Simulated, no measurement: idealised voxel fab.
Herein follows the process module entitled voxel transistor to metal.
The width of the displayed cross-section, cut, is 300 nm; its cells are square, with a size of 5 nm.
Cross-section = grid of square cells, listed top down in bands; band = one or more rows. What a band's entry tells you: where the top is and where the bottom is, as heights in nm, and after that what lies inside, material by material from left to right, each with its width in nm. Empty space is written as the word "air", and a single material marked with the word "throughout" occupies the band from edge to edge. Ref level 0: as-received wafer is one material below here. Bottom band extends down with no lower bound ("z 0 and below"). A width such as "30 to 40" changes by the same amount from each row of cells to the next, from the band's top row to its bottom row. Where a step carries "remained unchanged", the cross-section came out of it unchanged, cell for cell. Closed empty spaces (no open way to the top) of 8 cells or more are what "Catalogued sealed voids" lists, each as width x height at distance from the left edge, nm for all three. Whatever follows a step's settings on its line is a remark the simulator itself makes about that step. The line of a step may include "overlay nm". On a step with a mask, this value is how far to the right of its planned place the mask lay. A negative value means the mask lay to the left. Guide to the pairs. Each holds a before and an after cross-section around one process step; the after cross-section is cut off at the lowest band that changed. Look under the pair for the step between them and its settings. Pairs can come from different runs of this module on the same starting wafer, so a pair follows on from the one above it only where its entry headed "Before-step section" says it does.
## Before-step section
> z 0 and below = Si throughout
> Catalogued sealed voids: none
## Step Outcome
> z 0 to -5 = SiO2 throughout
> Below -5, the layers are the same as they were.
> Catalogued sealed voids: none
Transition step, before and after shown above: op OXIDIZE | depth nm 5
Before-step section: this step begins from the cross-section that the pair just above shows after its step.
## Step Outcome
> z 10 to 0 = SiN throughout
> Below 0, the layers are the same as they were.
> Catalogued sealed voids: none
Transition step, before and after shown above: op CONFORMAL_DEP | material SiN | thk nm 10
Before-step section: this step begins from the cross-section that the pair just above shows after its step.
## Step Outcome
> z 10 to 0 = 30 of air, then 110 of SiN, then 20 of air, then 110 of SiN, then 30 of air
> Below 0, the layers are the same as they were.
> Catalogued sealed voids: none
Transition step, before and after shown above: op MASKED_ETCH | tone cover | mask id ACTIVE | width nm 110 | pitch nm 130 | etch materials SiN | depth nm 10 | overlay nm 0
Before-step section: this step begins from the cross-section that the pair just above shows after its step.
## Step Outcome
> z 10 to 0 = 30 of air, then 110 of SiN, then 20 of air, then 110 of SiN, then 30 of air
> z 0 to -5 = 30 of air, then 110 of SiO2, then 20 of air, then 110 of SiO2, then 30 of air
> Below -5, the layers are the same as they were.
> Catalogued sealed voids: none
Transition step, before and after shown above: op MASKED_ETCH | tone cover | mask id ACTIVE | width nm 110 | pitch nm 130 | etch materials SiO2 | depth nm 5 | overlay nm 0
Before-step section: this step begins from the cross-section that the pair just above shows after its step.
## Step Outcome
> z 10 to 0 = 30 of air, then 110 of SiN, then 20 of air, then 110 of SiN, then 30 of air
> z 0 to -5 = 30 of air, then 110 of SiO2, then 20 of air, then 110 of SiO2, then 30 of air
> z -5 to -25 = 30 of air, then 110 of Si, then 20 of air, then 110 of Si, then 30 of air
> Below -25, the layers are the same as they were.
> Catalogued sealed voids: none
Transition step, before and after shown above: op MASKED_ETCH | tone cover | mask id ACTIVE | width nm 110 | pitch nm 130 | etch materials Si | depth nm 20 | overlay nm 0
Before-step section: this step begins from the cross-section that the pair just above shows after its step.
## Step Outcome
> z 15 to 10 = SiO2 throughout
> z 10 to 0 = 30 of SiO2, then 110 of SiN, then 20 of SiO2, then 110 of SiN, then 30 of SiO2
> z 0 to -5 = SiO2 throughout
> z -5 to -25 = 30 of SiO2, then 110 of Si, then 20 of SiO2, then 110 of Si, then 30 of SiO2
> Below -25, the layers are the same as they were.
> Catalogued sealed voids: none
Transition step, before and after shown above: op FILL_DEP | material SiO2 | thk nm 5
Before-step section: this step begins from the cross-section that the pair just above shows after its step.
## Step Outcome
> z 10 to 0 = 30 of SiO2, then 110 of SiN, then 20 of SiO2, then 110 of SiN, then 30 of SiO2
> Below 0, the layers are the same as they were.
> Catalogued sealed voids: none
Transition step, before and after shown above: op CMP | height nm 10
Before-step section: this step begins from the cross-section that the pair just above shows after its step.
## Step Outcome
> z 10 to 0 = 30 of air, then 110 of SiN, then 20 of air, then 110 of SiN, then 30 of air
> Below 0, the layers are the same as they were.
> Catalogued sealed voids: none
Transition step, before and after shown above: op SELECTIVE_ETCH | etch materials SiO2 | depth nm 10
Before-step section: this step begins from the cross-section that the pair just above shows after its step.
## Step Outcome
> z 0 to -5 = SiO2 throughout
> Below -5, the layers are the same as they were.
> Catalogued sealed voids: none
Transition step, before and after shown above: op STRIP | etch materials SiN
Before-step section: this step begins from the cross-section that the pair just above shows after its step.
## Step Outcome
> z -5 to -25 = 30 of SiO2, then 110 of Si, then 20 of SiO2, then 110 of Si, then 30 of SiO2
> Below -25, the layers are the same as they were.
> Catalogued sealed voids: none
Transition step, before and after shown above: op SELECTIVE_ETCH | etch materials SiO2 | depth nm 5
Before-step section: this step begins from the cross-section that the pair just above shows after its step.
## Step Outcome
> z -5 to -10 = SiO2 throughout
> Below -10, the layers are the same as they were.
> Catalogued sealed voids: none
Transition step, before and after shown above: op OXIDIZE | depth nm 5
Before-step section: this step begins from the cross-section that the pair just above shows after its step.
## Step Outcome
> z 15 to -5 = polySi throughout
> Below -5, the layers are the same as they were.
> Catalogued sealed voids: none
Transition step, before and after shown above: op DIRECTIONAL_DEP | material polySi | thk nm 20
Before-step section: this step begins from the cross-section that the pair just above shows after its step.
## Step Outcome
> z 25 to 15 = SiCN throughout
> Below 15, the layers are the same as they were.
> Catalogued sealed voids: none
Transition step, before and after shown above: op DIRECTIONAL_DEP | material SiCN | thk nm 10
Before-step section: this step begins from the cross-section that the pair just above shows after its step.
## Step Outcome
> z 40 to 25 = aC throughout
> Below 25, the layers are the same as they were.
> Catalogued sealed voids: none
Transition step, before and after shown above: op DIRECTIONAL_DEP | material aC | thk nm 15
Before-step section: this step begins from the cross-section that the pair just above shows after its step.
## Step Outcome
> z 70 to 40 = 70 of air, then 30 of resist, then 100 of air, then 30 of resist, then 70 of air
> Below 40, the layers are the same as they were.
> Catalogued sealed voids: none
Transition step, before and after shown above: op PATTERN | tone cover | mask id GATE | material resist | width nm 30 | pitch nm 130 | thk nm 30 | overlay nm 0
Before-step section: this step begins from the cross-section that the pair just above shows after its step.
## Step Outcome
> z 55 to 40 = 70 of air, then 30 of resist, then 100 of air, then 30 of resist, then 70 of air
> z 40 to 25 = 70 of air, then 30 of aC, then 100 of air, then 30 of aC, then 70 of air
> Below 25, the layers are the same as they were.
> Catalogued sealed voids: none
Transition step, before and after shown above: op DIRECTIONAL_ETCH | etch materials aC | depth nm 15
Before-step section: this step begins from the cross-section that the pair just above shows after its step.
## Step Outcome
> z 40 to 25 = 70 of air, then 30 of aC, then 100 of air, then 30 of aC, then 70 of air
> Below 25, the layers are the same as they were.
> Catalogued sealed voids: none
Transition step, before and after shown above: op STRIP | etch materials resist
Before-step section: this step begins from the cross-section that the pair just above shows after its step.
## Step Outcome
> z 40 to 25 = 70 of air, then 30 of aC, then 100 of air, then 30 of aC, then 70 of air
> z 25 to 15 = 70 of air, then 30 of SiCN, then 100 of air, then 30 of SiCN, then 70 of air
> Below 15, the layers are the same as they were.
> Catalogued sealed voids: none
Transition step, before and after shown above: op DIRECTIONAL_ETCH | etch materials SiCN | depth nm 20
Before-step section: this step begins from the cross-section that the pair just above shows after its step.
## Step Outcome
> z 40 to 25 = 70 of air, then 30 of aC, then 100 of air, then 30 of aC, then 70 of air
> z 25 to 15 = 70 of air, then 30 of SiCN, then 100 of air, then 30 of SiCN, then 70 of air
> z 15 to -5 = 70 of air, then 30 of polySi, then 100 of air, then 30 of polySi, then 70 of air
> Below -5, the layers are the same as they were.
> Catalogued sealed voids: none
Transition step, before and after shown above: op DIRECTIONAL_ETCH | etch materials polySi | depth nm 30
Before-step section: this step begins from the cross-section that the pair just above shows after its step.
## Step Outcome
> z 25 to 15 = 70 of air, then 30 of SiCN, then 100 of air, then 30 of SiCN, then 70 of air
> Below 15, the layers are the same as they were.
> Catalogued sealed voids: none
Transition step, before and after shown above: op STRIP | etch materials aC
Before-step section: this step begins from the cross-section that the pair just above shows after its step.
## Step Outcome
> z 30 to 25 = 65 of air, then 40 of SiO2, then 90 of air, then 40 of SiO2, then 65 of air
> z 25 to 15 = 65 of air, then 5 of SiO2, then 30 of SiCN, then 5 of SiO2, then 90 of air, then 5 of SiO2, then 30 of SiCN, then 5 of SiO2, then 65 of air
> z 15 to 0 = 65 of air, then 5 of SiO2, then 30 of polySi, then 5 of SiO2, then 90 of air, then 5 of SiO2, then 30 of polySi, then 5 of SiO2, then 65 of air
> z 0 to -5 = 70 of SiO2, then 30 of polySi, then 100 of SiO2, then 30 of polySi, then 70 of SiO2
> Below -5, the layers are the same as they were.
> Catalogued sealed voids: none
Transition step, before and after shown above: op CONFORMAL_DEP | material SiO2 | thk nm 5
Before-step section: this step begins from the cross-section that the pair just above shows after its step.
## Step Outcome
> z 25 to 15 = 65 of air, then 5 of SiO2, then 30 of SiCN, then 5 of SiO2, then 90 of air, then 5 of SiO2, then 30 of SiCN, then 5 of SiO2, then 65 of air
> z 15 to -5 = 65 of air, then 5 of SiO2, then 30 of polySi, then 5 of SiO2, then 90 of air, then 5 of SiO2, then 30 of polySi, then 5 of SiO2, then 65 of air
> Below -5, the layers are the same as they were.
> Catalogued sealed voids: none
Transition step, before and after shown above: op DIRECTIONAL_ETCH | etch materials SiO2 | depth nm 5
Before-step section: this step begins from the cross-section that the pair just above shows after its step.
## Step Outcome
> z 30 to 25 = 60 of air, then 50 of SiN, then 80 of air, then 50 of SiN, then 60 of air
> z 25 to 15 = 60 of air, then 5 of SiN, then 5 of SiO2, then 30 of SiCN, then 5 of SiO2, then 5 of SiN, then 80 of air, then 5 of SiN, then 5 of SiO2, then 30 of SiCN, then 5 of SiO2, then 5 of SiN, then 60 of air
> z 15 to 0 = 60 of air, then 5 of SiN, then 5 of SiO2, then 30 of polySi, then 5 of SiO2, then 5 of SiN, then 80 of air, then 5 of SiN, then 5 of SiO2, then 30 of polySi, then 5 of SiO2, then 5 of SiN, then 60 of air
> z 0 to -5 = 65 of SiN, then 5 of SiO2, then 30 of polySi, then 5 of SiO2, then 90 of SiN, then 5 of SiO2, then 30 of polySi, then 5 of SiO2, then 65 of SiN
> Below -5, the layers are the same as they were.
> Catalogued sealed voids: none
Transition step, before and after shown above: op CONFORMAL_DEP | material SiN | thk nm 5
Before-step section: this step begins from the cross-section that the pair just above shows after its step.
## Step Outcome
> z 25 to 15 = 60 of air, then 5 of SiN, then 5 of SiO2, then 30 of SiCN, then 5 of SiO2, then 5 of SiN, then 80 of air, then 5 of SiN, then 5 of SiO2, then 30 of SiCN, then 5 of SiO2, then 5 of SiN, then 60 of air
> z 15 to -5 = 60 of air, then 5 of SiN, then 5 of SiO2, then 30 of polySi, then 5 of SiO2, then 5 of SiN, then 80 of air, then 5 of SiN, then 5 of SiO2, then 30 of polySi, then 5 of SiO2, then 5 of SiN, then 60 of air
> Below -5, the layers are the same as they were.
> Catalogued sealed voids: none
Transition step, before and after shown above: op DIRECTIONAL_ETCH | etch materials SiN | depth nm 5
Before-step section: this step begins from the cross-section that the pair just above shows after its step.
## Step Outcome
> z 25 to 20 = 60 of air, then 5 of SiN, then 5 of air, then 30 of SiCN, then 5 of air, then 5 of SiN, then 80 of air, then 5 of SiN, then 5 of air, then 30 of SiCN, then 5 of air, then 5 of SiN, then 60 of air
> z 20 to 15 = 60 of air, then 5 of SiN, then 5 of SiO2, then 30 of SiCN, then 5 of SiO2, then 5 of SiN, then 80 of air, then 5 of SiN, then 5 of SiO2, then 30 of SiCN, then 5 of SiO2, then 5 of SiN, then 60 of air
> z 15 to -5 = 60 of air, then 5 of SiN, then 5 of SiO2, then 30 of polySi, then 5 of SiO2, then 5 of SiN, then 80 of air, then 5 of SiN, then 5 of SiO2, then 30 of polySi, then 5 of SiO2, then 5 of SiN, then 60 of air
> z -5 to -10 = 60 of air, then 50 of SiO2, then 80 of air, then 50 of SiO2, then 60 of air
> Below -10, the layers are the same as they were.
> Catalogued sealed voids: none
Transition step, before and after shown above: op DIRECTIONAL_ETCH | etch materials SiO2 | depth nm 5
Before-step section: this step begins from the cross-section that the pair just above shows after its step.
## Step Outcome
> z 25 to 20 = 60 of air, then 5 of SiN, then 5 of air, then 30 of SiCN, then 5 of air, then 5 of SiN, then 80 of air, then 5 of SiN, then 5 of air, then 30 of SiCN, then 5 of air, then 5 of SiN, then 60 of air
> z 20 to 15 = 60 of air, then 5 of SiN, then 5 of SiO2, then 30 of SiCN, then 5 of SiO2, then 5 of SiN, then 80 of air, then 5 of SiN, then 5 of SiO2, then 30 of SiCN, then 5 of SiO2, then 5 of SiN, then 60 of air
> z 15 to -5 = 60 of air, then 5 of SiN, then 5 of SiO2, then 30 of polySi, then 5 of SiO2, then 5 of SiN, then 80 of air, then 5 of SiN, then 5 of SiO2, then 30 of polySi, then 5 of SiO2, then 5 of SiN, then 60 of air
> z -5 to -10 = 60 of air, then 50 of SiO2, then 80 of air, then 50 of SiO2, then 60 of air
> z -10 to -25 = 30 of SiO2, then 30 of air, then 50 of Si, then 30 of air, then 20 of SiO2, then 30 of air, then 50 of Si, then 30 of air, then 30 of SiO2
> Below -25, the layers are the same as they were.
> Catalogued sealed voids: none
Transition step, before and after shown above: op DIRECTIONAL_ETCH | etch materials Si | depth nm 15
Before-step section: this step begins from the cross-section that the pair just above shows after its step.
## Step Outcome
> z 25 to 20 = 60 of air, then 5 of SiN, then 5 of air, then 30 of SiCN, then 5 of air, then 5 of SiN, then 80 of air, then 5 of SiN, then 5 of air, then 30 of SiCN, then 5 of air, then 5 of SiN, then 60 of air
> z 20 to 15 = 60 of air, then 5 of SiN, then 5 of SiO2, then 30 of SiCN, then 5 of SiO2, then 5 of SiN, then 80 of air, then 5 of SiN, then 5 of SiO2, then 30 of SiCN, then 5 of SiO2, then 5 of SiN, then 60 of air
> z 15 to 5 = 60 of air, then 5 of SiN, then 5 of SiO2, then 30 of polySi, then 5 of SiO2, then 5 of SiN, then 80 of air, then 5 of SiN, then 5 of SiO2, then 30 of polySi, then 5 of SiO2, then 5 of SiN, then 60 of air
> z 5 to -5 = 45 of air, then 15 of SiGe, then 5 of SiN, then 5 of SiO2, then 30 of polySi, then 5 of SiO2, then 5 of SiN, then 15 of SiGe, then 50 of air, then 15 of SiGe, then 5 of SiN, then 5 of SiO2, then 30 of polySi, then 5 of SiO2, then 5 of SiN, then 15 of SiGe, then 45 of air
> z -5 to -10 = 45 of air, then 15 of SiGe, then 50 of SiO2, then 15 of SiGe, then 50 of air, then 15 of SiGe, then 50 of SiO2, then 15 of SiGe, then 45 of air
> z -10 to -25 = 30 of SiO2, then 30 of SiGe, then 50 of Si, then 30 of SiGe, then 20 of SiO2, then 30 of SiGe, then 50 of Si, then 30 of SiGe, then 30 of SiO2
> Below -25, the layers are the same as they were.
> Catalogued sealed voids: none
Transition step, before and after shown above: op EPI | material SiGe | thk nm 15
Before-step section: this step begins from the cross-section that the pair just above shows after its step.
## Step Outcome
> z 35 to 25 = SiO2 throughout
> z 25 to 15 = 60 of SiO2, then 5 of SiN, then 5 of SiO2, then 30 of SiCN, then 5 of SiO2, then 5 of SiN, then 80 of SiO2, then 5 of SiN, then 5 of SiO2, then 30 of SiCN, then 5 of SiO2, then 5 of SiN, then 60 of SiO2
> z 15 to 5 = 60 of SiO2, then 5 of SiN, then 5 of SiO2, then 30 of polySi, then 5 of SiO2, then 5 of SiN, then 80 of SiO2, then 5 of SiN, then 5 of SiO2, then 30 of polySi, then 5 of SiO2, then 5 of SiN, then 60 of SiO2
> z 5 to -5 = 45 of SiO2, then 15 of SiGe, then 5 of SiN, then 5 of SiO2, then 30 of polySi, then 5 of SiO2, then 5 of SiN, then 15 of SiGe, then 50 of SiO2, then 15 of SiGe, then 5 of SiN, then 5 of SiO2, then 30 of polySi, then 5 of SiO2, then 5 of SiN, then 15 of SiGe, then 45 of SiO2
> z -5 to -10 = 45 of SiO2, then 15 of SiGe, then 50 of SiO2, then 15 of SiGe, then 50 of SiO2, then 15 of SiGe, then 50 of SiO2, then 15 of SiGe, then 45 of SiO2
> Below -10, the layers are the same as they were.
> Catalogued sealed voids: none
Transition step, before and after shown above: op FILL_DEP | material SiO2 | thk nm 10
Before-step section: this step begins from the cross-section that the pair just above shows after its step.
## Step Outcome
> z 15 to 5 = 60 of SiO2, then 5 of SiN, then 5 of SiO2, then 30 of polySi, then 5 of SiO2, then 5 of SiN, then 80 of SiO2, then 5 of SiN, then 5 of SiO2, then 30 of polySi, then 5 of SiO2, then 5 of SiN, then 60 of SiO2
> Below 5, the layers are the same as they were.
> Catalogued sealed voids: none
Transition step, before and after shown above: op CMP | height nm 15
Before-step section: this step begins from the cross-section that the pair just above shows after its step.
## Step Outcome
> z 15 to 5 = 60 of SiO2, then 5 of SiN, then 5 of SiO2, then 30 of air, then 5 of SiO2, then 5 of SiN, then 80 of SiO2, then 5 of SiN, then 5 of SiO2, then 30 of air, then 5 of SiO2, then 5 of SiN, then 60 of SiO2
> z 5 to -5 = 45 of SiO2, then 15 of SiGe, then 5 of SiN, then 5 of SiO2, then 30 of air, then 5 of SiO2, then 5 of SiN, then 15 of SiGe, then 50 of SiO2, then 15 of SiGe, then 5 of SiN, then 5 of SiO2, then 30 of air, then 5 of SiO2, then 5 of SiN, then 15 of SiGe, then 45 of SiO2
> Below -5, the layers are the same as they were.
> Catalogued sealed voids: none
Transition step, before and after shown above: op STRIP | etch materials polySi
Before-step section: this step begins from the cross-section that the pair just above shows after its step.
## Step Outcome
> z 15 to 10 = 60 of air, then 5 of SiN, then 40 of air, then 5 of SiN, then 80 of air, then 5 of SiN, then 40 of air, then 5 of SiN, then 60 of air
> z 10 to 5 = 60 of SiO2, then 5 of SiN, then 40 of air, then 5 of SiN, then 80 of SiO2, then 5 of SiN, then 40 of air, then 5 of SiN, then 60 of SiO2
> z 5 to -5 = 45 of SiO2, then 15 of SiGe, then 5 of SiN, then 40 of air, then 5 of SiN, then 15 of SiGe, then 50 of SiO2, then 15 of SiGe, then 5 of SiN, then 40 of air, then 5 of SiN, then 15 of SiGe, then 45 of SiO2
> z -5 to -10 = 45 of SiO2, then 15 of SiGe, then 5 of SiO2, then 40 of air, then 5 of SiO2, then 15 of SiGe, then 50 of SiO2, then 15 of SiGe, then 5 of SiO2, then 40 of air, then 5 of SiO2, then 15 of SiGe, then 45 of SiO2
> Below -10, the layers are the same as they were.
> Catalogued sealed voids: none
Transition step, before and after shown above: op SELECTIVE_ETCH | etch materials SiO2 | depth nm 5
Before-step section: this step begins from the cross-section that the pair just above shows after its step.
## Step Outcome
> z 20 to 15 = 55 of air, then 15 of HfO2, then 30 of air, then 15 of HfO2, then 70 of air, then 15 of HfO2, then 30 of air, then 15 of HfO2, then 55 of air
> z 15 to 10 = 60 of HfO2, then 5 of SiN, then 5 of HfO2, then 30 of air, then 5 of HfO2, then 5 of SiN, then 80 of HfO2, then 5 of SiN, then 5 of HfO2, then 30 of air, then 5 of HfO2, then 5 of SiN, then 60 of HfO2
> z 10 to 5 = 60 of SiO2, then 5 of SiN, then 5 of HfO2, then 30 of air, then 5 of HfO2, then 5 of SiN, then 80 of SiO2, then 5 of SiN, then 5 of HfO2, then 30 of air, then 5 of HfO2, then 5 of SiN, then 60 of SiO2
> z 5 to -5 = 45 of SiO2, then 15 of SiGe, then 5 of SiN, then 5 of HfO2, then 30 of air, then 5 of HfO2, then 5 of SiN, then 15 of SiGe, then 50 of SiO2, then 15 of SiGe, then 5 of SiN, then 5 of HfO2, then 30 of air, then 5 of HfO2, then 5 of SiN, then 15 of SiGe, then 45 of SiO2
> z -5 to -10 = 45 of SiO2, then 15 of SiGe, then 5 of SiO2, then 40 of HfO2, then 5 of SiO2, then 15 of SiGe, then 50 of SiO2, then 15 of SiGe, then 5 of SiO2, then 40 of HfO2, then 5 of SiO2, then 15 of SiGe, then 45 of SiO2
> Below -10, the layers are the same as they were.
> Catalogued sealed voids: none
Transition step, before and after shown above: op CONFORMAL_DEP | material HfO2 | thk nm 5
Before-step section: this step begins from the cross-section that the pair just above shows after its step.
## Step Outcome
> z 25 to 20 = 50 of air, then 25 of TiN, then 20 of air, then 25 of TiN, then 60 of air, then 25 of TiN, then 20 of air, then 25 of TiN, then 50 of air
> z 20 to 15 = 55 of TiN, then 15 of HfO2, then 5 of TiN, then 20 of air, then 5 of TiN, then 15 of HfO2, then 70 of TiN, then 15 of HfO2, then 5 of TiN, then 20 of air, then 5 of TiN, then 15 of HfO2, then 55 of TiN
> z 15 to 10 = 60 of HfO2, then 5 of SiN, then 5 of HfO2, then 5 of TiN, then 20 of air, then 5 of TiN, then 5 of HfO2, then 5 of SiN, then 80 of HfO2, then 5 of SiN, then 5 of HfO2, then 5 of TiN, then 20 of air, then 5 of TiN, then 5 of HfO2, then 5 of SiN, then 60 of HfO2
> z 10 to 5 = 60 of SiO2, then 5 of SiN, then 5 of HfO2, then 5 of TiN, then 20 of air, then 5 of TiN, then 5 of HfO2, then 5 of SiN, then 80 of SiO2, then 5 of SiN, then 5 of HfO2, then 5 of TiN, then 20 of air, then 5 of TiN, then 5 of HfO2, then 5 of SiN, then 60 of SiO2
> z 5 to 0 = 45 of SiO2, then 15 of SiGe, then 5 of SiN, then 5 of HfO2, then 5 of TiN, then 20 of air, then 5 of TiN, then 5 of HfO2, then 5 of SiN, then 15 of SiGe, then 50 of SiO2, then 15 of SiGe, then 5 of SiN, then 5 of HfO2, then 5 of TiN, then 20 of air, then 5 of TiN, then 5 of HfO2, then 5 of SiN, then 15 of SiGe, then 45 of SiO2
> z 0 to -5 = 45 of SiO2, then 15 of SiGe, then 5 of SiN, then 5 of HfO2, then 30 of TiN, then 5 of HfO2, then 5 of SiN, then 15 of SiGe, then 50 of SiO2, then 15 of SiGe, then 5 of SiN, then 5 of HfO2, then 30 of TiN, then 5 of HfO2, then 5 of SiN, then 15 of SiGe, then 45 of SiO2
> Below -5, the layers are the same as they were.
> Catalogued sealed voids: none
Transition step, before and after shown above: op CONFORMAL_DEP | material TiN | thk nm 5
Before-step section: this step begins from the cross-section that the pair just above shows after its step.
## Step Outcome
> z 35 to 25 = W throughout
> z 25 to 20 = 50 of W, then 25 of TiN, then 20 of W, then 25 of TiN, then 60 of W, then 25 of TiN, then 20 of W, then 25 of TiN, then 50 of W
> z 20 to 15 = 55 of TiN, then 15 of HfO2, then 5 of TiN, then 20 of W, then 5 of TiN, then 15 of HfO2, then 70 of TiN, then 15 of HfO2, then 5 of TiN, then 20 of W, then 5 of TiN, then 15 of HfO2, then 55 of TiN
> z 15 to 10 = 60 of HfO2, then 5 of SiN, then 5 of HfO2, then 5 of TiN, then 20 of W, then 5 of TiN, then 5 of HfO2, then 5 of SiN, then 80 of HfO2, then 5 of SiN, then 5 of HfO2, then 5 of TiN, then 20 of W, then 5 of TiN, then 5 of HfO2, then 5 of SiN, then 60 of HfO2
> z 10 to 5 = 60 of SiO2, then 5 of SiN, then 5 of HfO2, then 5 of TiN, then 20 of W, then 5 of TiN, then 5 of HfO2, then 5 of SiN, then 80 of SiO2, then 5 of SiN, then 5 of HfO2, then 5 of TiN, then 20 of W, then 5 of TiN, then 5 of HfO2, then 5 of SiN, then 60 of SiO2
> z 5 to 0 = 45 of SiO2, then 15 of SiGe, then 5 of SiN, then 5 of HfO2, then 5 of TiN, then 20 of W, then 5 of TiN, then 5 of HfO2, then 5 of SiN, then 15 of SiGe, then 50 of SiO2, then 15 of SiGe, then 5 of SiN, then 5 of HfO2, then 5 of TiN, then 20 of W, then 5 of TiN, then 5 of HfO2, then 5 of SiN, then 15 of SiGe, then 45 of SiO2
> Below 0, the layers are the same as they were.
> Catalogued sealed voids: none
Transition step, before and after shown above: op FILL_DEP | material W | thk nm 10
Before-step section: this step begins from the cross-section that the pair just above shows after its step.
## Step Outcome
> z 10 to 5 = 60 of SiO2, then 5 of SiN, then 5 of HfO2, then 5 of TiN, then 20 of W, then 5 of TiN, then 5 of HfO2, then 5 of SiN, then 80 of SiO2, then 5 of SiN, then 5 of HfO2, then 5 of TiN, then 20 of W, then 5 of TiN, then 5 of HfO2, then 5 of SiN, then 60 of SiO2
> Below 5, the layers are the same as they were.
> Catalogued sealed voids: none
Transition step, before and after shown above: op CMP | height nm 10
Before-step section: this step begins from the cross-section that the pair just above shows after its step.
## Step Outcome
> z 20 to 10 = SiO2 throughout
> Below 10, the layers are the same as they were.
> Catalogued sealed voids: none
Transition step, before and after shown above: op DIRECTIONAL_DEP | material SiO2 | thk nm 10
Before-step section: this step begins from the cross-section that the pair just above shows after its step.
## Step Outcome
> z 20 to 10 = 40 of SiO2, then 15 of air, then 60 of SiO2, then 15 of air, then 40 of SiO2, then 15 of air, then 60 of SiO2, then 15 of air, then 40 of SiO2
> z 10 to 5 = 40 of SiO2, then 15 of air, then 5 of SiO2, then 5 of SiN, then 5 of HfO2, then 5 of TiN, then 20 of W, then 5 of TiN, then 5 of HfO2, then 5 of SiN, then 5 of SiO2, then 15 of air, then 40 of SiO2, then 15 of air, then 5 of SiO2, then 5 of SiN, then 5 of HfO2, then 5 of TiN, then 20 of W, then 5 of TiN, then 5 of HfO2, then 5 of SiN, then 5 of SiO2, then 15 of air, then 40 of SiO2
> z 5 to 0 = 40 of SiO2, then 5 of air, then 15 of SiGe, then 5 of SiN, then 5 of HfO2, then 5 of TiN, then 20 of W, then 5 of TiN, then 5 of HfO2, then 5 of SiN, then 15 of SiGe, then 5 of air, then 40 of SiO2, then 5 of air, then 15 of SiGe, then 5 of SiN, then 5 of HfO2, then 5 of TiN, then 20 of W, then 5 of TiN, then 5 of HfO2, then 5 of SiN, then 15 of SiGe, then 5 of air, then 40 of SiO2
> z 0 to -5 = 40 of SiO2, then 5 of air, then 15 of SiGe, then 5 of SiN, then 5 of HfO2, then 30 of TiN, then 5 of HfO2, then 5 of SiN, then 15 of SiGe, then 5 of air, then 40 of SiO2, then 5 of air, then 15 of SiGe, then 5 of SiN, then 5 of HfO2, then 30 of TiN, then 5 of HfO2, then 5 of SiN, then 15 of SiGe, then 5 of air, then 40 of SiO2
> z -5 to -10 = 40 of SiO2, then 5 of air, then 15 of SiGe, then 5 of SiO2, then 40 of HfO2, then 5 of SiO2, then 15 of SiGe, then 5 of air, then 40 of SiO2, then 5 of air, then 15 of SiGe, then 5 of SiO2, then 40 of HfO2, then 5 of SiO2, then 15 of SiGe, then 5 of air, then 40 of SiO2
> Below -10, the layers are the same as they were.
> Catalogued sealed voids: none
Transition step, before and after shown above: op MASKED_ETCH | tone open | mask id CONTACT | width nm 15 | etch materials SiO2 | depth nm 30 | overlay nm 0
Before-step section: this step begins from the cross-section that the pair just above shows after its step.
## Step Outcome
> z 25 to 20 = 45 of TiN, then 5 of air, then 70 of TiN, then 5 of air, then 50 of TiN, then 5 of air, then 70 of TiN, then 5 of air, then 45 of TiN
> z 20 to 10 = 40 of SiO2, then 5 of TiN, then 5 of air, then 5 of TiN, then 60 of SiO2, then 5 of TiN, then 5 of air, then 5 of TiN, then 40 of SiO2, then 5 of TiN, then 5 of air, then 5 of TiN, then 60 of SiO2, then 5 of TiN, then 5 of air, then 5 of TiN, then 40 of SiO2
> z 10 to 5 = 40 of SiO2, then 15 of TiN, then 5 of SiO2, then 5 of SiN, then 5 of HfO2, then 5 of TiN, then 20 of W, then 5 of TiN, then 5 of HfO2, then 5 of SiN, then 5 of SiO2, then 15 of TiN, then 40 of SiO2, then 15 of TiN, then 5 of SiO2, then 5 of SiN, then 5 of HfO2, then 5 of TiN, then 20 of W, then 5 of TiN, then 5 of HfO2, then 5 of SiN, then 5 of SiO2, then 15 of TiN, then 40 of SiO2
> z 5 to 0 = 40 of SiO2, then 5 of TiN, then 15 of SiGe, then 5 of SiN, then 5 of HfO2, then 5 of TiN, then 20 of W, then 5 of TiN, then 5 of HfO2, then 5 of SiN, then 15 of SiGe, then 5 of TiN, then 40 of SiO2, then 5 of TiN, then 15 of SiGe, then 5 of SiN, then 5 of HfO2, then 5 of TiN, then 20 of W, then 5 of TiN, then 5 of HfO2, then 5 of SiN, then 15 of SiGe, then 5 of TiN, then 40 of SiO2
> z 0 to -5 = 40 of SiO2, then 5 of TiN, then 15 of SiGe, then 5 of SiN, then 5 of HfO2, then 30 of TiN, then 5 of HfO2, then 5 of SiN, then 15 of SiGe, then 5 of TiN, then 40 of SiO2, then 5 of TiN, then 15 of SiGe, then 5 of SiN, then 5 of HfO2, then 30 of TiN, then 5 of HfO2, then 5 of SiN, then 15 of SiGe, then 5 of TiN, then 40 of SiO2
> z -5 to -10 = 40 of SiO2, then 5 of TiN, then 15 of SiGe, then 5 of SiO2, then 40 of HfO2, then 5 of SiO2, then 15 of SiGe, then 5 of TiN, then 40 of SiO2, then 5 of TiN, then 15 of SiGe, then 5 of SiO2, then 40 of HfO2, then 5 of SiO2, then 15 of SiGe, then 5 of TiN, then 40 of SiO2
> Below -10, the layers are the same as they were.
> Catalogued sealed voids: none
Transition step, before and after shown above: op CONFORMAL_DEP | material TiN | thk nm 5
Before-step section: this step begins from the cross-section that the pair just above shows after its step.
## Step Outcome
> z 30 to 25 = W throughout
> z 25 to 20 = 45 of TiN, then 5 of W, then 70 of TiN, then 5 of W, then 50 of TiN, then 5 of W, then 70 of TiN, then 5 of W, then 45 of TiN
> z 20 to 10 = 40 of SiO2, then 5 of TiN, then 5 of W, then 5 of TiN, then 60 of SiO2, then 5 of TiN, then 5 of W, then 5 of TiN, then 40 of SiO2, then 5 of TiN, then 5 of W, then 5 of TiN, then 60 of SiO2, then 5 of TiN, then 5 of W, then 5 of TiN, then 40 of SiO2
> Below 10, the layers are the same as they were.
> Catalogued sealed voids: none
Transition step, before and after shown above: op FILL_DEP | material W | thk nm 5
Before-step section: this step begins from the cross-section that the pair just above shows after its step.
## Step Outcome
> z 20 to 10 = 40 of SiO2, then 5 of TiN, then 5 of W, then 5 of TiN, then 60 of SiO2, then 5 of TiN, then 5 of W, then 5 of TiN, then 40 of SiO2, then 5 of TiN, then 5 of W, then 5 of TiN, then 60 of SiO2, then 5 of TiN, then 5 of W, then 5 of TiN, then 40 of SiO2
> Below 10, the layers are the same as they were.
> Catalogued sealed voids: none
Transition step, before and after shown above: op CMP | height nm 20
